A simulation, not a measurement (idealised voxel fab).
Process module in this document: voxel gate over fins
The figure presents cross-section cut, which has a width of 300 nm and is divided into square cells with an edge length of 5 nm.
Think of the cross-section as a grid of square cells. We describe it in bands, top to bottom, and each band covers one or more rows of those cells.
A band entry consists of two parts. The first gives the height of the band's top and the height of its bottom, in nm. The rest lists the band's materials from left to right, each with its width in nm. A single material labelled with the word "edge to edge" fills the band from edge to edge, and the word "air" marks empty space.
Convention: height 0 is the level below which the wafer, as received, is all one material. The lowest band does not terminate at the bottom but continues downward, represented as "0..down".
Width "30->40": first value at the band's top row of cells, second value at its bottom row, equal change from row to row.
Step note "no change occurred" = no cross-section cell changed.
"Non-vented voids" contains a list of empty spaces, each no smaller than 8 cells and without an open way to the top, written in the form width x height at distance with the distance from the left edge and all three in nm.
Anything after a step's settings on that line? It's the simulator's own note about the step.
"overlay nm" on a masked step: distance the mask lay right of its planned place, negative for left.

STEPS IN THE PROCESS PLAN
1: RECEIVE | material Si
2: CONFORMAL_DEP | material SiN | thk nm 5
3: MASKED_ETCH | tone cover | mask id FINS | width nm 15 | pitch nm 40 | etch materials SiN | depth nm 5 | overlay nm 0
4: MASKED_ETCH | tone cover | mask id FINS | width nm 15 | pitch nm 40 | etch materials Si | depth nm 40 | overlay nm 0
5: OXIDIZE | depth nm 5
6: FILL_DEP | material SiO2 | thk nm 15
7: CMP | height nm 5
8: SELECTIVE_ETCH | etch materials SiO2 | depth nm 20
9: STRIP | etch materials SiN
10: CONFORMAL_DEP | material HfO2 | thk nm 5
11: CONFORMAL_DEP | material TiN | thk nm 5
12: FILL_DEP | material W | thk nm 15
13: CMP | height nm 20
14: CONFORMAL_DEP | material SiN | thk nm 5

RUN AS PLANNED: FIRST OF TWO WAFERS

CROSS-SECTION: WAFER ON ARRIVAL = AFTER STEP 1
    0..down = Si edge to edge
    Non-vented voids: none

TAKE A LOOK AT THE WAFER'S CROSS-SECTION AFTER STEP 2
    5..0 = SiN edge to edge
    below 0: unchanged

TAKE A LOOK AT THE WAFER'S CROSS-SECTION AFTER STEP 3
    5..0 = air=100, then SiN=15, then air=25, then SiN=15, then air=25, then SiN=15, then air=105
    below 0: unchanged

TAKE A LOOK AT THE WAFER'S CROSS-SECTION AFTER STEP 4
    5..0 = air=100, then SiN=15, then air=25, then SiN=15, then air=25, then SiN=15, then air=105
    0..-40 = air=100, then Si=15, then air=25, then Si=15, then air=25, then Si=15, then air=105
    below -40: unchanged

TAKE A LOOK AT THE WAFER'S CROSS-SECTION AFTER STEP 5
    5..0 = air=100, then SiN=15, then air=25, then SiN=15, then air=25, then SiN=15, then air=105
    0..-40 = air=100, then SiO2=5, then Si=5, then SiO2=5, then air=25, then SiO2=5, then Si=5, then SiO2=5, then air=25, then SiO2=5, then Si=5, then SiO2=5, then air=105
    -40..-45 = SiO2=105, then Si=5, then SiO2=35, then Si=5, then SiO2=35, then Si=5, then SiO2=110
    below -45: unchanged

TAKE A LOOK AT THE WAFER'S CROSS-SECTION AFTER STEP 6
    20..5 = SiO2 edge to edge
    5..0 = SiO2=100, then SiN=15, then SiO2=25, then SiN=15, then SiO2=25, then SiN=15, then SiO2=105
    0..-45 = SiO2=105, then Si=5, then SiO2=35, then Si=5, then SiO2=35, then Si=5, then SiO2=110
    below -45: unchanged

TAKE A LOOK AT THE WAFER'S CROSS-SECTION AFTER STEP 7
    5..0 = SiO2=100, then SiN=15, then SiO2=25, then SiN=15, then SiO2=25, then SiN=15, then SiO2=105
    below 0: unchanged

TAKE A LOOK AT THE WAFER'S CROSS-SECTION AFTER STEP 8
    5..0 = air=100, then SiN=15, then air=25, then SiN=15, then air=25, then SiN=15, then air=105
    0..-15 = air=105, then Si=5, then air=35, then Si=5, then air=35, then Si=5, then air=110
    below -15: unchanged

TAKE A LOOK AT THE WAFER'S CROSS-SECTION AFTER STEP 9
    0..-15 = air=105, then Si=5, then air=35, then Si=5, then air=35, then Si=5, then air=110
    below -15: unchanged

TAKE A LOOK AT THE WAFER'S CROSS-SECTION AFTER STEP 10
    5..0 = air=100, then HfO2=15, then air=25, then HfO2=15, then air=25, then HfO2=15, then air=105
    0..-10 = air=100, then HfO2=5, then Si=5, then HfO2=5, then air=25, then HfO2=5, then Si=5, then HfO2=5, then air=25, then HfO2=5, then Si=5, then HfO2=5, then air=105
    -10..-15 = HfO2=105, then Si=5, then HfO2=35, then Si=5, then HfO2=35, then Si=5, then HfO2=110
    below -15: unchanged

TAKE A LOOK AT THE WAFER'S CROSS-SECTION AFTER STEP 11
    10..5 = air=95, then TiN=25, then air=15, then TiN=25, then air=15, then TiN=25, then air=100
    5..0 = air=95, then TiN=5, then HfO2=15, then TiN=5, then air=15, then TiN=5, then HfO2=15, then TiN=5, then air=15, then TiN=5, then HfO2=15, then TiN=5, then air=100
    0..-5 = air=95, then TiN=5, then HfO2=5, then Si=5, then HfO2=5, then TiN=5, then air=15, then TiN=5, then HfO2=5, then Si=5, then HfO2=5, then TiN=5, then air=15, then TiN=5, then HfO2=5, then Si=5, then HfO2=5, then TiN=5, then air=100
    -5..-10 = TiN=100, then HfO2=5, then Si=5, then HfO2=5, then TiN=25, then HfO2=5, then Si=5, then HfO2=5, then TiN=25, then HfO2=5, then Si=5, then HfO2=5, then TiN=105
    below -10: unchanged

TAKE A LOOK AT THE WAFER'S CROSS-SECTION AFTER STEP 12
    25..10 = W edge to edge
    10..5 = W=95, then TiN=25, then W=15, then TiN=25, then W=15, then TiN=25, then W=100
    5..0 = W=95, then TiN=5, then HfO2=15, then TiN=5, then W=15, then TiN=5, then HfO2=15, then TiN=5, then W=15, then TiN=5, then HfO2=15, then TiN=5, then W=100
    0..-5 = W=95, then TiN=5, then HfO2=5, then Si=5, then HfO2=5, then TiN=5, then W=15, then TiN=5, then HfO2=5, then Si=5, then HfO2=5, then TiN=5, then W=15, then TiN=5, then HfO2=5, then Si=5, then HfO2=5, then TiN=5, then W=100
    below -5: unchanged

TAKE A LOOK AT THE WAFER'S CROSS-SECTION AFTER STEP 13
    20..10 = W edge to edge
    below 10: unchanged

TAKE A LOOK AT THE WAFER'S CROSS-SECTION AFTER STEP 14
    25..20 = SiN edge to edge
    below 20: unchanged

THE SECOND WAFER BEGAN EXACTLY AS THE FIRST DID AND FOLLOWED THE SAME PLAN, BUT ONE MISTAKE WAS MADE WHILE RUNNING IT; THROUGH STEP 2 INCLUSIVE, THE TWO WAFERS ARE IDENTICAL

THE SECOND WAFER CUT THROUGH, AT THE TIME STEP 3 WAS SUPPOSED TO BE FINISHED
    5..0 = air=100, then SiN=20, then air=20, then SiN=20, then air=20, then SiN=20, then air=100
    below 0: unchanged

THE SECOND WAFER CUT THROUGH, AT THE TIME STEP 4 WAS SUPPOSED TO BE FINISHED
    5..0 = air=100, then SiN=20, then air=20, then SiN=20, then air=20, then SiN=20, then air=100
    0..-40 = air=100, then Si=20, then air=20, then Si=20, then air=20, then Si=20, then air=100
    below -40: unchanged

THE SECOND WAFER CUT THROUGH, AT THE TIME STEP 5 WAS SUPPOSED TO BE FINISHED
    5..0 = air=100, then SiN=20, then air=20, then SiN=20, then air=20, then SiN=20, then air=100
    0..-40 = air=100, then SiO2=5, then Si=10, then SiO2=5, then air=20, then SiO2=5, then Si=10, then SiO2=5, then air=20, then SiO2=5, then Si=10, then SiO2=5, then air=100
    -40..-45 = SiO2=105, then Si=10, then SiO2=30, then Si=10, then SiO2=30, then Si=10, then SiO2=105
    below -45: unchanged

THE SECOND WAFER CUT THROUGH, AT THE TIME STEP 6 WAS SUPPOSED TO BE FINISHED
    20..5 = SiO2 edge to edge
    5..0 = SiO2=100, then SiN=20, then SiO2=20, then SiN=20, then SiO2=20, then SiN=20, then SiO2=100
    0..-45 = SiO2=105, then Si=10, then SiO2=30, then Si=10, then SiO2=30, then Si=10, then SiO2=105
    below -45: unchanged

THE SECOND WAFER CUT THROUGH, AT THE TIME STEP 7 WAS SUPPOSED TO BE FINISHED
    5..0 = SiO2=100, then SiN=20, then SiO2=20, then SiN=20, then SiO2=20, then SiN=20, then SiO2=100
    below 0: unchanged

THE SECOND WAFER CUT THROUGH, AT THE TIME STEP 8 WAS SUPPOSED TO BE FINISHED
    5..0 = air=100, then SiN=20, then air=20, then SiN=20, then air=20, then SiN=20, then air=100
    0..-15 = air=105, then Si=10, then air=30, then Si=10, then air=30, then Si=10, then air=105
    below -15: unchanged

THE SECOND WAFER CUT THROUGH, AT THE TIME STEP 9 WAS SUPPOSED TO BE FINISHED
    0..-15 = air=105, then Si=10, then air=30, then Si=10, then air=30, then Si=10, then air=105
    below -15: unchanged

THE SECOND WAFER CUT THROUGH, AT THE TIME STEP 10 WAS SUPPOSED TO BE FINISHED
    5..0 = air=100, then HfO2=20, then air=20, then HfO2=20, then air=20, then HfO2=20, then air=100
    0..-10 = air=100, then HfO2=5, then Si=10, then HfO2=5, then air=20, then HfO2=5, then Si=10, then HfO2=5, then air=20, then HfO2=5, then Si=10, then HfO2=5, then air=100
    -10..-15 = HfO2=105, then Si=10, then HfO2=30, then Si=10, then HfO2=30, then Si=10, then HfO2=105
    below -15: unchanged

THE SECOND WAFER CUT THROUGH, AT THE TIME STEP 11 WAS SUPPOSED TO BE FINISHED
    10..5 = air=95, then TiN=30, then air=10, then TiN=30, then air=10, then TiN=30, then air=95
    5..0 = air=95, then TiN=5, then HfO2=20, then TiN=5, then air=10, then TiN=5, then HfO2=20, then TiN=5, then air=10, then TiN=5, then HfO2=20, then TiN=5, then air=95
    0..-5 = air=95, then TiN=5, then HfO2=5, then Si=10, then HfO2=5, then TiN=5, then air=10, then TiN=5, then HfO2=5, then Si=10, then HfO2=5, then TiN=5, then air=10, then TiN=5, then HfO2=5, then Si=10, then HfO2=5, then TiN=5, then air=95
    -5..-10 = TiN=100, then HfO2=5, then Si=10, then HfO2=5, then TiN=20, then HfO2=5, then Si=10, then HfO2=5, then TiN=20, then HfO2=5, then Si=10, then HfO2=5, then TiN=100
    below -10: unchanged

THE SECOND WAFER CUT THROUGH, AT THE TIME STEP 12 WAS SUPPOSED TO BE FINISHED
    25..10 = W edge to edge
    10..5 = W=95, then TiN=30, then W=10, then TiN=30, then W=10, then TiN=30, then W=95
    5..0 = W=95, then TiN=5, then HfO2=20, then TiN=5, then W=10, then TiN=5, then HfO2=20, then TiN=5, then W=10, then TiN=5, then HfO2=20, then TiN=5, then W=95
    0..-5 = W=95, then TiN=5, then HfO2=5, then Si=10, then HfO2=5, then TiN=5, then W=10, then TiN=5, then HfO2=5, then Si=10, then HfO2=5, then TiN=5, then W=10, then TiN=5, then HfO2=5, then Si=10, then HfO2=5, then TiN=5, then W=95
    below -5: unchanged

THE SECOND WAFER CUT THROUGH, AT THE TIME STEP 13 WAS SUPPOSED TO BE FINISHED
    20..10 = W edge to edge
    below 10: unchanged

THE SECOND WAFER CUT THROUGH, AT THE TIME STEP 14 WAS SUPPOSED TO BE FINISHED
    25..20 = SiN edge to edge
    below 20: unchanged
So what did we get wrong on this run? so step 3 ended up running with a different setting than we planned, it ran as MASKED_ETCH | tone cover | mask id FINS | width nm 20 | pitch nm 40 | etch materials SiN | depth nm 5 | overlay nm 0
Wrapping up, a cell-based count of both wafers puts the second over or under the first for these materials: Si: 27 more; SiO2: 18 fewer; W: 9 fewer
